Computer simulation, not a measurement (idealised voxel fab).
process module | voxel local oxidation
cross-section cut | 250 nm wide | cells 5 nm
A cross-section is a grid of square cells, given in bands from the top down. A band is one or more rows of cells.
Each band's line starts with the height of the band's top and of its bottom, in nm. Then come its materials from left to right, each with its width in nm. One material with "throughout" fills the band from edge to edge. "air" is empty space.
Height 0 is the level under which the wafer as received is all one material. The lowest band goes on downwards, as in "0 down".
A width such as "30 to 40" changes by the same amount from each row of cells to the next, from the band's top row to its bottom row.
"no change" after a step means that no cell of the cross-section changed.
closed voids: empty space of 8 cells or more with no open way to the top, each as width x height at its distance from the left edge, in nm
after a step's settings: what the simulator itself notes on the step
overlay nm, on a step with a mask: how far to the right of its planned place the mask lay; to the left if negative
plan
1 op RECEIVE | material Si
2 op OXIDIZE | depth nm 5
3 op CONFORMAL_DEP | material SiN | thk nm 10
4 op DIRECTIONAL_DEP | material aC | thk nm 10
5 op PATTERN | tone cover | mask id ACTIVE | material resist | width nm 90 | thk nm 25 | overlay nm 0
6 op DIRECTIONAL_ETCH | etch materials aC | depth nm 10
7 op STRIP | etch materials resist
8 op DIRECTIONAL_ETCH | etch materials SiN | depth nm 10
9 op STRIP | etch materials aC
10 op SELECTIVE_ETCH | etch materials SiO2 | depth nm 5
11 op OXIDIZE | depth nm 10
12 op STRIP | etch materials SiN
as received, after step 1
  0 down: Si throughout
  closed voids: none
a wafer at the end: this start, this plan, one mistake
  0 to -5: air 85 | SiO2 85 | air 80
  -5 to -15: SiO2 95 | Si 65 | SiO2 90
  -15 down: Si throughout
  closed voids: none
what went wrong: step 5 ran as: op PATTERN | tone cover | mask id ACTIVE | material resist | width nm 95 | thk nm 25 | overlay nm 0
